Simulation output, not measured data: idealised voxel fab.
Process module in this document: voxel wiring stack
The cross-section on display is named cut; it measures 175 nm wide, and its cells are 5 nm squares.
In what follows, cross-sections appear as grids of square cells, described through bands that run from the top down, where every band is one or more rows of cells. Heights first: top, then bottom, in nm. Then materials, left to right, each with a width in nm. "throughout" on a single material: fills the band edge to edge. "empty": empty space. Where do heights start? At 0: under that level the wafer as delivered is made of one material only. And the lowest band has no floor; it just carries on downward, as in "0..down". Quick explanation for "30 to 40": the width changes in equal steps down the rows of cells, from the first number in the band's top row to the second number in its bottom row. Any step labelled "nothing changed" changed none of the cells in the cross-section. Entry "Closed voids list". Content: empty spaces with no open connection to the top, size 8 cells or greater. Each: width x height at distance. Distance: from left edge. Unit: nm. If you see something after the settings on a step's line, that's the simulator's own remark about that step. What "overlay nm" on a step's line means: if the step has a mask, that mask lay this far to the right of its planned place, or, when the value is negative, to the left.

-- These are the steps we planned for the process
1. RECEIVE,material Si
2. CONFORMAL_DEP,material SiO2,thk nm 15
3. DIRECTIONAL_DEP,material TiN,thk nm 5
4. DIRECTIONAL_DEP,material W,thk nm 15
5. DIRECTIONAL_DEP,material aC,thk nm 10
6. PATTERN,tone cover,mask id METAL_1,material resist,width nm 25,pitch nm 55,thk nm 25,overlay nm 0
7. DIRECTIONAL_ETCH,etch materials aC,depth nm 10
8. STRIP,etch materials resist
9. DIRECTIONAL_ETCH,etch materials W,depth nm 15
10. DIRECTIONAL_ETCH,etch materials TiN,depth nm 5
11. STRIP,etch materials aC
12. CONFORMAL_DEP,material SiCN,thk nm 5
13. FILL_DEP,material SiO2,thk nm 5
14. CMP,height nm 35
15. CONFORMAL_DEP,material SiCN,thk nm 5
16. DIRECTIONAL_DEP,material lowk,thk nm 30
17. MASKED_ETCH,tone open,mask id METAL_2_HOLES,width nm 15,etch materials lowk,depth nm 30,overlay nm 0
18. MASKED_ETCH,tone open,mask id METAL_2,width nm 25,pitch nm 55,etch materials lowk,depth nm 20,overlay nm 0
19. MASKED_ETCH,tone open,mask id METAL_2,width nm 25,pitch nm 55,etch materials SiCN,depth nm 5,overlay nm 0
20. CONFORMAL_DEP,material TiN,thk nm 5
21. FILL_DEP,material Cu,thk nm 10
22. CMP,height nm 70
23. CONFORMAL_DEP,material SiN,thk nm 5

-- Wafer as received: cross-section following step 1
- 0..down: Si throughout
- Closed voids list: none

-- Post-module cross-section: identical start and plan to those above, one misstep in execution
- 75..70: SiN throughout
- 70..40: aC throughout
- 40..35: SiCN throughout
- 35..20: SiO2 40 / SiCN 5 / W 25 / SiCN 5 / SiO2 20 / SiCN 5 / W 25 / SiCN 5 / SiO2 45
- 20..15: SiCN 45 / TiN 25 / SiCN 30 / TiN 25 / SiCN 50
- 15..0: SiO2 throughout
- 0..down: Si throughout
- Closed voids list: none
Finding, execution versus plan: it should be noted that step 16 was executed with settings other than those planned, the operation and settings actually applied being DIRECTIONAL_DEP,material aC,thk nm 30
